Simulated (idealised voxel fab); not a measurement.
Process module heading - voxel self aligned vias
Cross-section cut spans 240 nm and uses square cells 5 nm in size.
When this document writes out a cross-section, it uses a grid of square cells and lists it as bands, beginning at the top and moving down, with a band standing for one or more rows of cells. Look at the band entry: it leads with the top's height and the bottom's height in nm. Then it lists the materials left to right, with a width in nm for each. The word "everywhere" on a single material says that material fills the band edge to edge. The word "empty" is empty space. Note: height 0 marks the level under which the wafer is uniformly one material as received. Lowest band unbounded below, written "top 0, no bottom". Width: "30..40" (first number = top row, second number = bottom row, same change from row to row of cells). For the purposes of this document, the phrase "identical to before" attached to a step denotes that no cell within the cross-section was modified by that step. Under "Completely sealed voids" you'll find the enclosed gaps, the ones with no way out to the top, that are 8 cells or bigger; each reads width x height at distance, with distance counted from the left edge, everything in nm. Past the settings on a step's line: simulator remark, on that step. overlay nm, on a step with a mask: how far to the right of its planned place the mask lay; to the left if negative.
Below is the list of planned process steps:
| 1 | op RECEIVE | material Si |
| 2 | op CONFORMAL_DEP | material SiO2 | thk nm 15 |
| 3 | op CONFORMAL_DEP | material SiCN | thk nm 5 |
| 4 | op DIRECTIONAL_DEP | material SiO2 | thk nm 20 |
| 5 | op DIRECTIONAL_DEP | material aC | thk nm 10 |
| 6 | op PATTERN | tone open | mask id LINES | material resist | width nm 25 | pitch nm 55 | thk nm 30 | overlay nm 0 |
| 7 | op DIRECTIONAL_ETCH | etch materials aC | depth nm 10 |
| 8 | op STRIP | etch materials resist |
| 9 | op DIRECTIONAL_ETCH | etch materials SiO2 | depth nm 20 |
| 10 | op STRIP | etch materials aC |
| 11 | op CONFORMAL_DEP | material TiN | thk nm 5 |
| 12 | op FILL_DEP | material W | thk nm 5 |
| 13 | op CMP | height nm 40 |
| 14 | op SELECTIVE_ETCH | etch materials W Ru TiN | depth nm 5 |
| 15 | op FILL_DEP | material SiN | thk nm 5 |
| 16 | op CMP | height nm 40 |
| 17 | op DIRECTIONAL_DEP | material SiO2 | thk nm 20 |
| 18 | op DIRECTIONAL_DEP | material aC | thk nm 10 |
| 19 | op PATTERN | tone open | mask id VIAS | material resist | width nm 35 | pitch nm 55 | thk nm 25 | overlay nm 0 |
| 20 | op DIRECTIONAL_ETCH | etch materials aC | depth nm 10 |
| 21 | op STRIP | etch materials resist |
| 22 | op DIRECTIONAL_ETCH | etch materials SiO2 | depth nm 20 |
| 23 | op DIRECTIONAL_ETCH | etch materials SiN | depth nm 5 |
| 24 | op STRIP | etch materials aC |
| 25 | op CONFORMAL_DEP | material TiN | thk nm 5 |
| 26 | op FILL_DEP | material Ru | thk nm 5 |
| 27 | op CMP | height nm 60 |
| 28 | op CONFORMAL_DEP | material SiN | thk nm 5 |
Incoming wafer in cross-section (state: after step 1):
    top 0, no bottom = Si everywhere
    Completely sealed voids: none
Run as planned - first of the two wafers cross-sectioned at the end of the module:
    top 65, bottom 60 = SiN everywhere
    top 60, bottom 45 = 75 of SiO2, 5 of TiN, 25 of Ru, 5 of TiN, 20 of SiO2, 5 of TiN, 25 of Ru, 5 of TiN, 75 of SiO2
    top 45, bottom 40 = 75 of SiO2, 10 of TiN, 15 of Ru, 10 of TiN, 20 of SiO2, 10 of TiN, 15 of Ru, 10 of TiN, 75 of SiO2
    top 40, bottom 35 = 80 of SiO2, 25 of TiN, 30 of SiO2, 25 of TiN, 80 of SiO2
    top 35, bottom 25 = 80 of SiO2, 5 of TiN, 15 of W, 5 of TiN, 30 of SiO2, 5 of TiN, 15 of W, 5 of TiN, 80 of SiO2
    top 25, bottom 20 = 80 of SiO2, 25 of TiN, 30 of SiO2, 25 of TiN, 80 of SiO2
    top 20, bottom 15 = SiCN everywhere
    top 15, bottom 0 = SiO2 everywhere
    top 0, no bottom = Si everywhere
    Completely sealed voids: none
Here's the second of our two wafers sectioned at module end. Same start as the first, same plan, but one mistake got made running it:
    top 65, bottom 60 = SiN everywhere
    top 60, bottom 45 = 75 of SiO2, 5 of TiN, 25 of Ru, 5 of TiN, 20 of SiO2, 5 of TiN, 25 of Ru, 5 of TiN, 75 of SiO2
    top 45, bottom 40 = 75 of SiO2, 10 of TiN, 15 of Ru, 10 of TiN, 20 of SiO2, 10 of TiN, 15 of Ru, 10 of TiN, 75 of SiO2
    top 40, bottom 35 = 80 of SiO2, 25 of TiN, 30 of SiO2, 25 of TiN, 80 of SiO2
    top 35, bottom 30 = SiCN everywhere
    top 30, bottom 0 = SiO2 everywhere
    top 0, no bottom = Si everywhere
    Completely sealed voids: none
Heads up, the wafer didn't run the way we planned it: twice, step 2 of the plan was run
Looking at both finished wafers in cells, the second ends up ahead of or behind the first on some materials: 30 more of SiO2; 18 fewer of TiN; 12 fewer of W
